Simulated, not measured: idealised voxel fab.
Name of the process module below: voxel wiring stack
Displayed cross-section: cut, width of 195 nm, square cells sized 5 nm.
Format of a cross-section: grid, square cells. Given as bands. Order: top down. Band: one or more rows of cells.
Basically the band line says how high the top is and how high the bottom is, in nm, and then what's in it from left to right, every material with its width in nm. Empty space shows up as "air", and if a single material carries "edge to edge" it runs the full band edge to edge.
All heights in this document are referenced to 0, defined as the level beneath which the wafer, as received, consists entirely of one material. The lowest band is not bounded below; it extends indefinitely downward and is written in the form "0 nm and below".
The notation "30..40" denotes a width that varies across the rows of cells in the band, beginning at the first number in the top row, finishing at the second number in the bottom row, and changing by an identical amount from each row to the next.
Any step labelled "all unchanged" changed none of the cells in the cross-section.
The list in "Non-vented voids" covers empty spaces of 8 cells or more that cannot reach the top through any open way, and it gives each as width x height at distance; the distance is from the left edge, and width, height and distance are in nm.
Step line, after settings: the simulator's comment on this step.
Regarding "overlay nm": on a step with a mask, it is the distance the mask lay to the right of its planned place; a negative value places it to the left.
**These are the steps we planned for the process**
1) op RECEIVE | material Si
2) op CONFORMAL_DEP | material SiO2 | thk nm 15
3) op CONFORMAL_DEP | material SiCN | thk nm 5
4) op DIRECTIONAL_DEP | material SiO2 | thk nm 20
5) op MASKED_ETCH | tone open | mask id METAL_1 | width nm 30 | pitch nm 45 | etch materials SiO2 | depth nm 20 | overlay nm 0
6) op MASKED_ETCH | tone open | mask id METAL_1 | width nm 30 | pitch nm 45 | etch materials SiCN | depth nm 5 | overlay nm 0
7) op CONFORMAL_DEP | material TiN | thk nm 5
8) op FILL_DEP | material W | thk nm 10
9) op CMP | height nm 40
10) op CONFORMAL_DEP | material SiCN | thk nm 5
11) op DIRECTIONAL_DEP | material SiO2 | thk nm 15
12) op MASKED_ETCH | tone open | mask id PLUG_1 | width nm 15 | pitch nm 45 | etch materials SiO2 | depth nm 15 | overlay nm 0
13) op MASKED_ETCH | tone open | mask id PLUG_1 | width nm 15 | pitch nm 45 | etch materials SiCN | depth nm 5 | overlay nm 0
14) op CONFORMAL_DEP | material TiN | thk nm 5
15) op FILL_DEP | material Cu | thk nm 10
16) op CMP | height nm 60
17) op CONFORMAL_DEP | material SiCN | thk nm 5
18) op DIRECTIONAL_DEP | material lowk | thk nm 25
19) op DIRECTIONAL_DEP | material aC | thk nm 10
20) op PATTERN | tone open | mask id METAL_2 | material resist | width nm 30 | pitch nm 45 | thk nm 30 | overlay nm 0
21) op DIRECTIONAL_ETCH | etch materials aC | depth nm 10
22) op STRIP | etch materials resist
23) op DIRECTIONAL_ETCH | etch materials lowk | depth nm 25
24) op DIRECTIONAL_ETCH | etch materials SiCN | depth nm 5
25) op STRIP | etch materials aC
26) op CONFORMAL_DEP | material TiN | thk nm 5
27) op FILL_DEP | material Ru | thk nm 10
28) op CMP | height nm 90
29) op CONFORMAL_DEP | material SiCN | thk nm 5
**The first of the two wafers, which ran as planned**
**Cross-section of the incoming wafer, state after step 1**
> 0 nm and below: Si edge to edge
> Non-vented voids: none
**The following cross-section depicts the wafer upon completion of step 2**
> 15 nm to 0 nm: SiO2 edge to edge
> For the remainder of the cross-section, below 0, there is no change.
**The following cross-section depicts the wafer upon completion of step 3**
> 20 nm to 15 nm: SiCN edge to edge
> For the remainder of the cross-section, below 15, there is no change.
**The following cross-section depicts the wafer upon completion of step 4**
> 40 nm to 20 nm: SiO2 edge to edge
> For the remainder of the cross-section, below 20, there is no change.
**The following cross-section depicts the wafer upon completion of step 5**
> 40 nm to 20 nm: SiO2 (60), air (30), SiO2 (15), air (30), SiO2 (60)
> For the remainder of the cross-section, below 20, there is no change.
**The following cross-section depicts the wafer upon completion of step 6**
> 40 nm to 20 nm: SiO2 (60), air (30), SiO2 (15), air (30), SiO2 (60)
> 20 nm to 15 nm: SiCN (60), air (30), SiCN (15), air (30), SiCN (60)
> For the remainder of the cross-section, below 15, there is no change.
**The following cross-section depicts the wafer upon completion of step 7**
> 45 nm to 40 nm: TiN (65), air (20), TiN (25), air (20), TiN (65)
> 40 nm to 20 nm: SiO2 (60), TiN (5), air (20), TiN (5), SiO2 (15), TiN (5), air (20), TiN (5), SiO2 (60)
> 20 nm to 15 nm: SiCN (60), TiN (30), SiCN (15), TiN (30), SiCN (60)
> For the remainder of the cross-section, below 15, there is no change.
**The following cross-section depicts the wafer upon completion of step 8**
> 55 nm to 45 nm: W edge to edge
> 45 nm to 40 nm: TiN (65), W (20), TiN (25), W (20), TiN (65)
> 40 nm to 20 nm: SiO2 (60), TiN (5), W (20), TiN (5), SiO2 (15), TiN (5), W (20), TiN (5), SiO2 (60)
> For the remainder of the cross-section, below 20, there is no change.
**The following cross-section depicts the wafer upon completion of step 9**
> 40 nm to 20 nm: SiO2 (60), TiN (5), W (20), TiN (5), SiO2 (15), TiN (5), W (20), TiN (5), SiO2 (60)
> For the remainder of the cross-section, below 20, there is no change.
**The following cross-section depicts the wafer upon completion of step 10**
> 45 nm to 40 nm: SiCN edge to edge
> For the remainder of the cross-section, below 40, there is no change.
**The following cross-section depicts the wafer upon completion of step 11**
> 60 nm to 45 nm: SiO2 edge to edge
> For the remainder of the cross-section, below 45, there is no change.
**The following cross-section depicts the wafer upon completion of step 12**
> 60 nm to 45 nm: SiO2 (60), air (15), SiO2 (30), air (15), SiO2 (75)
> For the remainder of the cross-section, below 45, there is no change.
**The following cross-section depicts the wafer upon completion of step 13**
> 60 nm to 45 nm: SiO2 (60), air (15), SiO2 (30), air (15), SiO2 (75)
> 45 nm to 40 nm: SiCN (60), air (15), SiCN (30), air (15), SiCN (75)
> For the remainder of the cross-section, below 40, there is no change.
**The following cross-section depicts the wafer upon completion of step 14**
> 65 nm to 60 nm: TiN (65), air (5), TiN (40), air (5), TiN (80)
> 60 nm to 45 nm: SiO2 (60), TiN (5), air (5), TiN (5), SiO2 (30), TiN (5), air (5), TiN (5), SiO2 (75)
> 45 nm to 40 nm: SiCN (60), TiN (15), SiCN (30), TiN (15), SiCN (75)
> For the remainder of the cross-section, below 40, there is no change.
**The following cross-section depicts the wafer upon completion of step 15**
> 75 nm to 65 nm: Cu edge to edge
> 65 nm to 60 nm: TiN (65), Cu (5), TiN (40), Cu (5), TiN (80)
> 60 nm to 45 nm: SiO2 (60), TiN (5), Cu (5), TiN (5), SiO2 (30), TiN (5), Cu (5), TiN (5), SiO2 (75)
> For the remainder of the cross-section, below 45, there is no change.
**The following cross-section depicts the wafer upon completion of step 16**
> 60 nm to 45 nm: SiO2 (60), TiN (5), Cu (5), TiN (5), SiO2 (30), TiN (5), Cu (5), TiN (5), SiO2 (75)
> For the remainder of the cross-section, below 45, there is no change.
**The following cross-section depicts the wafer upon completion of step 17**
> 65 nm to 60 nm: SiCN edge to edge
> For the remainder of the cross-section, below 60, there is no change.
**The following cross-section depicts the wafer upon completion of step 18**
> 90 nm to 65 nm: lowk edge to edge
> For the remainder of the cross-section, below 65, there is no change.
**The following cross-section depicts the wafer upon completion of step 19**
> 100 nm to 90 nm: aC edge to edge
> For the remainder of the cross-section, below 90, there is no change.
**The following cross-section depicts the wafer upon completion of step 20**
> 130 nm to 100 nm: resist (60), air (30), resist (15), air (30), resist (60)
> For the remainder of the cross-section, below 100, there is no change.
**The following cross-section depicts the wafer upon completion of step 21**
> 120 nm to 100 nm: resist (60), air (30), resist (15), air (30), resist (60)
> 100 nm to 90 nm: aC (60), air (30), aC (15), air (30), aC (60)
> For the remainder of the cross-section, below 90, there is no change.
**The following cross-section depicts the wafer upon completion of step 22**
> 100 nm to 90 nm: aC (60), air (30), aC (15), air (30), aC (60)
> For the remainder of the cross-section, below 90, there is no change.
**The following cross-section depicts the wafer upon completion of step 23**
> 100 nm to 90 nm: aC (60), air (30), aC (15), air (30), aC (60)
> 90 nm to 65 nm: lowk (60), air (30), lowk (15), air (30), lowk (60)
> For the remainder of the cross-section, below 65, there is no change.
**The following cross-section depicts the wafer upon completion of step 24**
> 100 nm to 90 nm: aC (60), air (30), aC (15), air (30), aC (60)
> 90 nm to 65 nm: lowk (60), air (30), lowk (15), air (30), lowk (60)
> 65 nm to 60 nm: SiCN (60), air (30), SiCN (15), air (30), SiCN (60)
> For the remainder of the cross-section, below 60, there is no change.
**The following cross-section depicts the wafer upon completion of step 25**
> 90 nm to 65 nm: lowk (60), air (30), lowk (15), air (30), lowk (60)
> For the remainder of the cross-section, below 65, there is no change.
**The following cross-section depicts the wafer upon completion of step 26**
> 95 nm to 90 nm: TiN (65), air (20), TiN (25), air (20), TiN (65)
> 90 nm to 65 nm: lowk (60), TiN (5), air (20), TiN (5), lowk (15), TiN (5), air (20), TiN (5), lowk (60)
> 65 nm to 60 nm: SiCN (60), TiN (30), SiCN (15), TiN (30), SiCN (60)
> For the remainder of the cross-section, below 60, there is no change.
**The following cross-section depicts the wafer upon completion of step 27**
> 105 nm to 95 nm: Ru edge to edge
> 95 nm to 90 nm: TiN (65), Ru (20), TiN (25), Ru (20), TiN (65)
> 90 nm to 65 nm: lowk (60), TiN (5), Ru (20), TiN (5), lowk (15), TiN (5), Ru (20), TiN (5), lowk (60)
> For the remainder of the cross-section, below 65, there is no change.
**The following cross-section depicts the wafer upon completion of step 28**
> 90 nm to 65 nm: lowk (60), TiN (5), Ru (20), TiN (5), lowk (15), TiN (5), Ru (20), TiN (5), lowk (60)
> For the remainder of the cross-section, below 65, there is no change.
**The following cross-section depicts the wafer upon completion of step 29**
> 95 nm to 90 nm: SiCN edge to edge
> For the remainder of the cross-section, below 90, there is no change.
**The second wafer: identical to the first at the outset and in its planned sequence, differing only in that one mistake was made during processing; up to and including step 8, its path is the first wafer's path**
Second wafer profile in section, at the moment step 9 of the plan was meant to be complete: all unchanged
**Second wafer profile in section, at the moment step 10 of the plan was meant to be complete**
> 60 nm to 55 nm: SiCN edge to edge
> For the remainder of the cross-section, below 55, there is no change.
**Second wafer profile in section, at the moment step 11 of the plan was meant to be complete**
> 75 nm to 60 nm: SiO2 edge to edge
> For the remainder of the cross-section, below 60, there is no change.
**Second wafer profile in section, at the moment step 12 of the plan was meant to be complete**
> 75 nm to 60 nm: SiO2 (60), air (15), SiO2 (30), air (15), SiO2 (75)
> For the remainder of the cross-section, below 60, there is no change.
**Second wafer profile in section, at the moment step 13 of the plan was meant to be complete**
> 75 nm to 60 nm: SiO2 (60), air (15), SiO2 (30), air (15), SiO2 (75)
> 60 nm to 55 nm: SiCN (60), air (15), SiCN (30), air (15), SiCN (75)
> For the remainder of the cross-section, below 55, there is no change.
**Second wafer profile in section, at the moment step 14 of the plan was meant to be complete**
> 80 nm to 75 nm: TiN (65), air (5), TiN (40), air (5), TiN (80)
> 75 nm to 60 nm: SiO2 (60), TiN (5), air (5), TiN (5), SiO2 (30), TiN (5), air (5), TiN (5), SiO2 (75)
> 60 nm to 55 nm: SiCN (60), TiN (15), SiCN (30), TiN (15), SiCN (75)
> For the remainder of the cross-section, below 55, there is no change.
**Second wafer profile in section, at the moment step 15 of the plan was meant to be complete**
> 90 nm to 80 nm: Cu edge to edge
> 80 nm to 75 nm: TiN (65), Cu (5), TiN (40), Cu (5), TiN (80)
> 75 nm to 60 nm: SiO2 (60), TiN (5), Cu (5), TiN (5), SiO2 (30), TiN (5), Cu (5), TiN (5), SiO2 (75)
> For the remainder of the cross-section, below 60, there is no change.
**Second wafer profile in section, at the moment step 16 of the plan was meant to be complete**
> 60 nm to 55 nm: SiCN (60), TiN (15), SiCN (30), TiN (15), SiCN (75)
> For the remainder of the cross-section, below 55, there is no change.
**Second wafer profile in section, at the moment step 17 of the plan was meant to be complete**
> 65 nm to 60 nm: SiCN edge to edge
> For the remainder of the cross-section, below 60, there is no change.
**Second wafer profile in section, at the moment step 18 of the plan was meant to be complete**
> 90 nm to 65 nm: lowk edge to edge
> For the remainder of the cross-section, below 65, there is no change.
**Second wafer profile in section, at the moment step 19 of the plan was meant to be complete**
> 100 nm to 90 nm: aC edge to edge
> For the remainder of the cross-section, below 90, there is no change.
**Second wafer profile in section, at the moment step 20 of the plan was meant to be complete**
> 130 nm to 100 nm: resist (60), air (30), resist (15), air (30), resist (60)
> For the remainder of the cross-section, below 100, there is no change.
**Second wafer profile in section, at the moment step 21 of the plan was meant to be complete**
> 120 nm to 100 nm: resist (60), air (30), resist (15), air (30), resist (60)
> 100 nm to 90 nm: aC (60), air (30), aC (15), air (30), aC (60)
> For the remainder of the cross-section, below 90, there is no change.
**Second wafer profile in section, at the moment step 22 of the plan was meant to be complete**
> 100 nm to 90 nm: aC (60), air (30), aC (15), air (30), aC (60)
> For the remainder of the cross-section, below 90, there is no change.
**Second wafer profile in section, at the moment step 23 of the plan was meant to be complete**
> 100 nm to 90 nm: aC (60), air (30), aC (15), air (30), aC (60)
> 90 nm to 65 nm: lowk (60), air (30), lowk (15), air (30), lowk (60)
> For the remainder of the cross-section, below 65, there is no change.
**Second wafer profile in section, at the moment step 24 of the plan was meant to be complete**
> 100 nm to 90 nm: aC (60), air (30), aC (15), air (30), aC (60)
> 90 nm to 65 nm: lowk (60), air (30), lowk (15), air (30), lowk (60)
> 65 nm to 60 nm: SiCN (60), air (30), SiCN (15), air (30), SiCN (60)
> For the remainder of the cross-section, below 60, there is no change.
**Second wafer profile in section, at the moment step 25 of the plan was meant to be complete**
> 90 nm to 65 nm: lowk (60), air (30), lowk (15), air (30), lowk (60)
> For the remainder of the cross-section, below 65, there is no change.
**Second wafer profile in section, at the moment step 26 of the plan was meant to be complete**
> 95 nm to 90 nm: TiN (65), air (20), TiN (25), air (20), TiN (65)
> 90 nm to 65 nm: lowk (60), TiN (5), air (20), TiN (5), lowk (15), TiN (5), air (20), TiN (5), lowk (60)
> 65 nm to 55 nm: SiCN (60), TiN (30..15), SiCN (15..30), TiN (30..15), SiCN (60..75)
> For the remainder of the cross-section, below 55, there is no change.
**Second wafer profile in section, at the moment step 27 of the plan was meant to be complete**
> 105 nm to 95 nm: Ru edge to edge
> 95 nm to 90 nm: TiN (65), Ru (20), TiN (25), Ru (20), TiN (65)
> 90 nm to 65 nm: lowk (60), TiN (5), Ru (20), TiN (5), lowk (15), TiN (5), Ru (20), TiN (5), lowk (60)
> For the remainder of the cross-section, below 65, there is no change.
**Second wafer profile in section, at the moment step 28 of the plan was meant to be complete**
> 90 nm to 65 nm: lowk (60), TiN (5), Ru (20), TiN (5), lowk (15), TiN (5), Ru (20), TiN (5), lowk (60)
> For the remainder of the cross-section, below 65, there is no change.
**Second wafer profile in section, at the moment step 29 of the plan was meant to be complete**
> 95 nm to 90 nm: SiCN edge to edge
> For the remainder of the cross-section, below 90, there is no change.
Finding, execution versus plan: no execution of plan step 9; skipped
End check, counted in cells, second wafer has more or fewer of these materials than the first: -6 Cu, -99 SiO2, +19 TiN, +86 W
